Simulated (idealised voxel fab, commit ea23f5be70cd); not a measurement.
process module | voxel ribs on slabs
cross-section cut | 195 nm wide | cells 5 nm
A cross-section is a grid of square cells, given in bands from the top down. A band is one or more rows of cells.
Each band's line starts with the height of the band's top and of its bottom, in nm. Then come its materials from left to right, each with its width in nm. One material with "throughout" fills the band from edge to edge. "air" is empty space.
Height 0 is the level under which the wafer as received is all one material. The lowest band goes on downwards, as in "0 down".
A width such as "30 to 40" changes by the same amount from each row of cells to the next, from the band's top row to its bottom row.
"no change" after a step means that no cell of the cross-section changed.
closed voids: empty space of 8 cells or more with no open way to the top, each as width x height at its distance from the left edge, in nm
after a step's settings: what the simulator itself notes on the step
overlay nm, on a step with a mask: how far to the right of its planned place the mask lay; to the left if negative
plan
1 op RECEIVE | material Si
2 op DIRECTIONAL_DEP | material SiO2 | thk nm 25
3 op DIRECTIONAL_DEP | material SiN | thk nm 20
4 op DIRECTIONAL_DEP | material aC | thk nm 15
5 op PATTERN | tone cover | mask id RIB | material resist | width nm 25 | thk nm 30 | overlay nm 0
6 op DIRECTIONAL_ETCH | etch materials aC | depth nm 15
7 op STRIP | etch materials resist
8 op DIRECTIONAL_ETCH | etch materials SiN | depth nm 5
9 op STRIP | etch materials aC
10 op MASKED_ETCH | tone cover | mask id SLAB | width nm 75 | etch materials SiN | depth nm 15 | overlay nm 0
11 op FILL_DEP | material SiO2 | thk nm 20
12 op CMP | height nm 60
13 op DIRECTIONAL_DEP | material W | thk nm 5
14 op PATTERN | tone cover | mask id HEATER | material resist | width nm 35 | thk nm 20 | overlay nm 0
15 op DIRECTIONAL_ETCH | etch materials W | depth nm 5
16 op STRIP | etch materials resist
17 op CONFORMAL_DEP | material SiO2 | thk nm 10
as received, after step 1
  0 down: Si throughout
  closed voids: none
a wafer at the end: this start, this plan, one mistake
  65 to 60: air 80 | W 35 | air 80
  60 to 45: SiO2 throughout
  45 to 40: SiO2 85 | SiN 25 | SiO2 85
  40 to 25: SiO2 60 | SiN 75 | SiO2 60
  25 to 0: SiO2 throughout
  0 down: Si throughout
  closed voids: none
what went wrong: step 17 was left out
